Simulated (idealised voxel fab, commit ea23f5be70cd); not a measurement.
The following process module bears the name voxel self aligned vias.
The width of the displayed cross-section, cut, is 250 nm; its cells are square, with a size of 5 nm.
Format of a cross-section: grid, square cells. Given as bands. Order: top down. Band: one or more rows of cells. Top, bottom (nm), then materials left to right with widths (nm); lone material tagged "everywhere" fills the whole band edge to edge; "empty" = empty space. For the purposes of this specification, 0 denotes the height below which the wafer in its as-received condition is composed wholly of one material, and the lowermost band, lacking a lower limit, extends downward without end, as expressed in "top 0, no bottom". A width such as "30..40" changes by the same amount from each row of cells to the next, from the band's top row to its bottom row. Step marked "all unchanged"? Then no cell in the cross-section changed in it. Reported under the label "Cavities, closed" are the empty spaces having no open way to the top and comprising 8 cells or more; the notation for each is width x height at distance, in which the distance is measured from the left edge and all three values are in nm. What comes after the settings on a step's line is commentary from the simulator itself on that step. The setting "overlay nm" may be written on the line of a step. When the step uses a mask, the value reports how far to the right of the planned place the mask lay, and a negative value reports that it lay to the left.
# Process steps - plan
step 1: RECEIVE | material Si
step 2: CONFORMAL_DEP | material SiO2 | thk nm 10
step 3: CONFORMAL_DEP | material SiCN | thk nm 5
step 4: DIRECTIONAL_DEP | material lowk | thk nm 25
step 5: PATTERN | tone open | mask id LINES | material resist | width nm 30 | pitch nm 65 | thk nm 15 | overlay nm 0
step 6: DIRECTIONAL_ETCH | etch materials lowk | depth nm 25
step 7: STRIP | etch materials resist
step 8: CONFORMAL_DEP | material TiN | thk nm 5
step 9: FILL_DEP | material Ru | thk nm 10
step 10: CMP | height nm 40
step 11: SELECTIVE_ETCH | etch materials W Ru TiN | depth nm 10
step 12: FILL_DEP | material SiN | thk nm 10
step 13: CMP | height nm 40
step 14: DIRECTIONAL_DEP | material lowk | thk nm 15
step 15: PATTERN | tone open | mask id VIAS | material resist | width nm 50 | pitch nm 65 | thk nm 20 | overlay nm 0
step 16: DIRECTIONAL_ETCH | etch materials lowk | depth nm 15
step 17: DIRECTIONAL_ETCH | etch materials SiN | depth nm 10
step 18: STRIP | etch materials resist
step 19: CONFORMAL_DEP | material TiN | thk nm 5
step 20: FILL_DEP | material W | thk nm 5
step 21: CMP | height nm 55
step 22: CONFORMAL_DEP | material SiN | thk nm 5
# Wafer as received: cross-section following step 1
- top 0, no bottom: Si everywhere
- Cavities, closed: none
# End-of-module cross-section of the first of two wafers, processed as planned
- top 60, bottom 55: SiN everywhere
- top 55, bottom 45: lowk=35, then TiN=5, then W=40, then TiN=5, then lowk=15, then TiN=5, then W=40, then TiN=5, then lowk=15, then TiN=5, then W=40, then TiN=5, then lowk=35
- top 45, bottom 35: lowk=35..45, then TiN=15..5, then W=20, then TiN=15..5, then lowk=15..35, then TiN=15..5, then W=20, then TiN=15..5, then lowk=15..35, then TiN=15..5, then W=20, then TiN=15..5, then lowk=35..45
- top 35, bottom 30: lowk=45, then TiN=30, then lowk=35, then TiN=30, then lowk=35, then TiN=30, then lowk=45
- top 30, bottom 20: lowk=45, then TiN=5, then Ru=20, then TiN=5, then lowk=35, then TiN=5, then Ru=20, then TiN=5, then lowk=35, then TiN=5, then Ru=20, then TiN=5, then lowk=45
- top 20, bottom 15: lowk=45, then TiN=30, then lowk=35, then TiN=30, then lowk=35, then TiN=30, then lowk=45
- top 15, bottom 10: SiCN everywhere
- top 10, bottom 0: SiO2 everywhere
- top 0, no bottom: Si everywhere
- Cavities, closed: none
# Cross-sectional view: second of two wafers, end of module; start and plan identical to the first, one mistake in running
- top 60, bottom 55: SiN everywhere
- top 55, bottom 45: lowk=35, then TiN=5, then W=40, then TiN=5, then lowk=15, then TiN=5, then W=40, then TiN=5, then lowk=15, then TiN=5, then W=40, then TiN=5, then lowk=35
- top 45, bottom 35: lowk=35..50, then TiN=20..5, then W=10, then TiN=20..5, then lowk=15..45, then TiN=20..5, then W=10, then TiN=20..5, then lowk=15..45, then TiN=20..5, then W=10, then TiN=20..5, then lowk=35..50
- top 35, bottom 30: lowk=50, then TiN=20, then lowk=45, then TiN=20, then lowk=45, then TiN=20, then lowk=50
- top 30, bottom 20: lowk=50, then TiN=5, then Ru=10, then TiN=5, then lowk=45, then TiN=5, then Ru=10, then TiN=5, then lowk=45, then TiN=5, then Ru=10, then TiN=5, then lowk=50
- top 20, bottom 15: lowk=50, then TiN=20, then lowk=45, then TiN=20, then lowk=45, then TiN=20, then lowk=50
- top 15, bottom 10: SiCN everywhere
- top 10, bottom 0: SiO2 everywhere
- top 0, no bottom: Si everywhere
- Cavities, closed: none
Run error: planned and actual differ for step 5; actual: PATTERN | tone open | mask id LINES | material resist | width nm 20 | pitch nm 65 | thk nm 15 | overlay nm 0
Heads up, by the end the second wafer has more or fewer cells of some materials compared to the first: Ru -12, TiN -6, W -12, lowk +30
